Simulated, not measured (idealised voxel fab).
Documented hereafter: the process module known as voxel transistor to metal.
Xsec cut, 295 nm wide, square cell size 5 nm.
Cross-sections here: square-cell grids, written as top-down lists of bands, a band being one or more rows of cells.
Look at the band entry: it leads with the top's height and the bottom's height in nm. Then it lists the materials left to right, with a width in nm for each. The word "throughout" on a single material says that material fills the band edge to edge. The word "air" is empty space.
Basically, 0 is our baseline, since under it the wafer straight out of the box is all one material. The bottom band has no lower end and keeps on going down, so it looks like "from 0 down".
It should be noted that a width expressed as "30..40" varies in equal increments from row to row of cells within the band, taking the value of the first number at the top row and that of the second number at the bottom row.
Basically "nothing changed" means that step didn't change any cell in the cross-section.
"Listed closed voids" contains a list of empty spaces, each no smaller than 8 cells and without an open way to the top, written in the form width x height at distance with the distance from the left edge and all three in nm.
The remark found on a step's line after its settings is issued by the simulator itself and pertains to that step.
Each step line may optionally specify "overlay nm", which for a step with a mask gives the rightward distance between the mask's planned place and where it lay, a negative value indicating the leftward direction.
The following list gives the planned process steps:
1,RECEIVE | material Si
2,CONFORMAL_DEP | material SiO2 | thk nm 5
3,CONFORMAL_DEP | material SiN | thk nm 10
4,DIRECTIONAL_DEP | material aC | thk nm 15
5,PATTERN | tone cover | mask id ACTIVE | material resist | width nm 115 | pitch nm 145 | thk nm 30 | overlay nm 0
6,DIRECTIONAL_ETCH | etch materials aC | depth nm 15
7,STRIP | etch materials resist
8,DIRECTIONAL_ETCH | etch materials SiN | depth nm 10
9,DIRECTIONAL_ETCH | etch materials SiO2 | depth nm 5
10,DIRECTIONAL_ETCH | etch materials Si | depth nm 30
11,STRIP | etch materials aC
12,OXIDIZE | depth nm 5
13,FILL_DEP | material SiO2 | thk nm 5
14,CMP | height nm 15
15,SELECTIVE_ETCH | etch materials SiO2 | depth nm 10
16,STRIP | etch materials SiN
17,SELECTIVE_ETCH | etch materials SiO2 | depth nm 5
18,OXIDIZE | depth nm 5
19,DIRECTIONAL_DEP | material polySi | thk nm 20
20,DIRECTIONAL_DEP | material SiCN | thk nm 10
21,DIRECTIONAL_DEP | material aC | thk nm 15
22,PATTERN | tone cover | mask id GATE | material resist | width nm 25 | pitch nm 145 | thk nm 30 | overlay nm 0
23,DIRECTIONAL_ETCH | etch materials aC | depth nm 15
24,STRIP | etch materials resist
25,DIRECTIONAL_ETCH | etch materials SiCN | depth nm 20
26,DIRECTIONAL_ETCH | etch materials polySi | depth nm 30
27,STRIP | etch materials aC
28,CONFORMAL_DEP | material SiN | thk nm 5
29,DIRECTIONAL_ETCH | etch materials SiN | depth nm 5
30,DIRECTIONAL_ETCH | etch materials SiO2 | depth nm 5
31,DIRECTIONAL_ETCH | etch materials Si | depth nm 5
32,EPI | material pSi | thk nm 5
33,FILL_DEP | material SiO2 | thk nm 5
34,CMP | height nm 20
35,STRIP | etch materials polySi
36,SELECTIVE_ETCH | etch materials SiO2 | depth nm 5
37,CONFORMAL_DEP | material HfO2 | thk nm 5
38,CONFORMAL_DEP | material TiN | thk nm 5
39,FILL_DEP | material W | thk nm 10
40,CMP | height nm 15
41,DIRECTIONAL_DEP | material SiO2 | thk nm 10
42,PATTERN | tone open | mask id CONTACT | material resist | width nm 20 | thk nm 15 | overlay nm 0
43,DIRECTIONAL_ETCH | etch materials SiO2 | depth nm 30
44,STRIP | etch materials resist
45,CONFORMAL_DEP | material TiN | thk nm 5
46,FILL_DEP | material W | thk nm 5
47,CMP | height nm 25
48,CONFORMAL_DEP | material SiN | thk nm 5
49,DIRECTIONAL_DEP | material lowk | thk nm 20
50,MASKED_ETCH | tone open | mask id METAL_1 | width nm 20 | etch materials lowk | depth nm 20 | overlay nm 0
51,MASKED_ETCH | tone open | mask id METAL_1 | width nm 20 | etch materials SiN | depth nm 5 | overlay nm -10
52,CONFORMAL_DEP | material TiN | thk nm 5
53,FILL_DEP | material Cu | thk nm 5
54,CMP | height nm 50
55,EPI | material Ru | thk nm 5
56,FILL_DEP | material SiCN | thk nm 5
57,DIRECTIONAL_DEP | material lowk | thk nm 25
58,MASKED_ETCH | tone open | mask id METAL_2_HOLES | width nm 15 | pitch nm 145 | etch materials lowk | depth nm 25 | overlay nm 0
59,DIRECTIONAL_DEP | material aC | thk nm 15
60,PATTERN | tone open | mask id METAL_2 | material resist | width nm 20 | pitch nm 145 | thk nm 35 | overlay nm 0
61,DIRECTIONAL_ETCH | etch materials aC | depth nm 15
62,STRIP | etch materials resist
63,DIRECTIONAL_ETCH | etch materials lowk | depth nm 15
64,DIRECTIONAL_ETCH | etch materials SiCN | depth nm 5
65,STRIP | etch materials aC
66,CONFORMAL_DEP | material TiN | thk nm 5
67,FILL_DEP | material Cu | thk nm 10
68,CMP | height nm 85
69,CONFORMAL_DEP | material SiN | thk nm 5
Same starting wafers, different overlay nm at step 51. Plan value belongs to the first wafer.
As received, i.e. after step 1: cross-section through the first of several wafers:
	from 0 down: Si throughout
	Listed closed voids: none
Gained (+) or lost (-) cells of each material since receipt, then closed voids: one row per wafer, at the end of the module:
overlay nm -10, +38 Cu, +26 HfO2, +24 Ru, -189 Si, +88 SiCN, +122 SiN, +300 SiO2, +146 TiN, +44 W, +431 lowk, +32 pSi, Listed closed voids: none
overlay nm -5, +42 Cu, +26 HfO2, +24 Ru, -189 Si, +88 SiCN, +118 SiN, +300 SiO2, +146 TiN, +44 W, +431 lowk, +32 pSi, Listed closed voids: none
overlay nm 0, +46 Cu, +26 HfO2, +24 Ru, -189 Si, +88 SiCN, +114 SiN, +300 SiO2, +146 TiN, +44 W, +431 lowk, +32 pSi, Listed closed voids: none
overlay nm 5, +42 Cu, +26 HfO2, +24 Ru, -189 Si, +88 SiCN, +118 SiN, +300 SiO2, +146 TiN, +44 W, +431 lowk, +32 pSi, Listed closed voids: none
overlay nm 10, +38 Cu, +26 HfO2, +24 Ru, -189 Si, +88 SiCN, +122 SiN, +300 SiO2, +146 TiN, +44 W, +431 lowk, +32 pSi, Listed closed voids: none
overlay nm 15, +38 Cu, +26 HfO2, +24 Ru, -189 Si, +88 SiCN, +126 SiN, +300 SiO2, +142 TiN, +44 W, +431 lowk, +32 pSi, Listed closed voids: none
